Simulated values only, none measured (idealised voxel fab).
process module | voxel capacitor over wiring
cross-section cut | 200 nm wide | cells 5 nm
A cross-section is a grid of square cells, given in bands from the top down. A band is one or more rows of cells.
Each band's line starts with the height of the band's top and of its bottom, in nm. Then come its materials from left to right, each with its width in nm. One material with "throughout" fills the band from edge to edge. "air" is empty space.
Height 0 is the level under which the wafer as received is all one material. The lowest band goes on downwards, as in "0 down".
A width such as "30 to 40" changes by the same amount from each row of cells to the next, from the band's top row to its bottom row.
"no change" after a step means that no cell of the cross-section changed.
closed voids: empty space of 8 cells or more with no open way to the top, each as width x height at its distance from the left edge, in nm
after a step's settings: what the simulator itself notes on the step
overlay nm, on a step with a mask: how far to the right of its planned place the mask lay; to the left if negative
plan
1 op RECEIVE | material Si
2 op CONFORMAL_DEP | material SiO2 | thk nm 15
3 op DIRECTIONAL_DEP | material TiN | thk nm 5
4 op DIRECTIONAL_DEP | material Ru | thk nm 15
5 op MASKED_ETCH | tone cover | mask id METAL_1 | width nm 25 | pitch nm 85 | etch materials Ru | depth nm 15 | overlay nm 0
6 op MASKED_ETCH | tone cover | mask id METAL_1 | width nm 25 | pitch nm 85 | etch materials TiN | depth nm 5 | overlay nm 0
7 op FILL_DEP | material lowk | thk nm 10
8 op CMP | height nm 35
9 op CONFORMAL_DEP | material SiCN | thk nm 5
10 op DIRECTIONAL_DEP | material lowk | thk nm 20
11 op MASKED_ETCH | tone open | mask id PLUG_1 | width nm 15 | etch materials lowk | depth nm 20 | overlay nm 0
12 op MASKED_ETCH | tone open | mask id PLUG_1 | width nm 15 | etch materials SiCN | depth nm 5 | overlay nm 0
13 op EPI | material Ru | thk nm 10
14 op EPI | material Ru | thk nm 10
15 op EPI | material Ru | thk nm 5
16 op DIRECTIONAL_DEP | material TiN | thk nm 10
17 op DIRECTIONAL_DEP | material Al2O3 | thk nm 5
18 op DIRECTIONAL_DEP | material TiN | thk nm 5
19 op PATTERN | tone cover | mask id UPPER_PLATE | material resist | width nm 65 | thk nm 15 | overlay nm 0
20 op DIRECTIONAL_ETCH | etch materials TiN | depth nm 5
21 op DIRECTIONAL_ETCH | etch materials Al2O3 | depth nm 5
22 op STRIP | etch materials resist
23 op PATTERN | tone cover | mask id LOWER_PLATE | material resist | width nm 75 | thk nm 20 | overlay nm 0
24 op DIRECTIONAL_ETCH | etch materials TiN | depth nm 10
25 op STRIP | etch materials resist
26 op FILL_DEP | material SiO2 | thk nm 15
27 op CMP | height nm 90
28 op DIRECTIONAL_DEP | material aC | thk nm 15
29 op PATTERN | tone open | mask id PLUG_2 | material resist | width nm 15 | thk nm 30 | overlay nm 0
30 op DIRECTIONAL_ETCH | etch materials aC | depth nm 15
31 op STRIP | etch materials resist
32 op DIRECTIONAL_ETCH | etch materials SiO2 | depth nm 10
33 op STRIP | etch materials aC
34 op CONFORMAL_DEP | material TiN | thk nm 5
35 op FILL_DEP | material W | thk nm 10
36 op CMP | height nm 90
37 op CONFORMAL_DEP | material SiCN | thk nm 5
as received, after step 1
  0 down: Si throughout
  closed voids: none
first wafer at the end, as planned
  95 to 90: SiCN throughout
  90 to 85: SiO2 65 | TiN 5 | W 5 | TiN 5 | SiO2 120
  85 to 75: SiO2 65 to 55 | TiN 15 to 65 | SiO2 120 to 80
  75 to 70: SiO2 55 | Al2O3 65 | SiO2 80
  70 to 60: SiO2 50 | TiN 75 | SiO2 75
  60 to 40: lowk 55 | Ru 15 | lowk 130
  40 to 35: SiCN 55 | Ru 15 | SiCN 130
  35 to 20: lowk 45 | Ru 25 | lowk 60 | Ru 25 | lowk 45
  20 to 15: lowk 45 | TiN 25 | lowk 60 | TiN 25 | lowk 45
  15 to 0: SiO2 throughout
  0 down: Si throughout
  closed voids: none
second wafer at the end: like start, like plan, one mistake
  95 to 90: SiCN throughout
  90 to 85: SiO2 75 | TiN 5 | W 5 | TiN 5 | SiO2 110
  85 to 75: SiO2 75 to 55 | TiN 15 to 65 | SiO2 110 to 80
  75 to 70: SiO2 55 | Al2O3 65 | SiO2 80
  70 to 60: SiO2 50 | TiN 75 | SiO2 75
  60 to 40: lowk 55 | Ru 15 | lowk 130
  40 to 35: SiCN 55 | Ru 15 | SiCN 130
  35 to 20: lowk 45 | Ru 25 | lowk 60 | Ru 25 | lowk 45
  20 to 15: lowk 45 | TiN 25 | lowk 60 | TiN 25 | lowk 45
  15 to 0: SiO2 throughout
  0 down: Si throughout
  closed voids: none
what went wrong: step 29 ran as: op PATTERN | tone open | mask id PLUG_2 | material resist | width nm 15 | thk nm 30 | overlay nm 10
at the end the second wafer has, in cells: as many of each material as the first, in other places
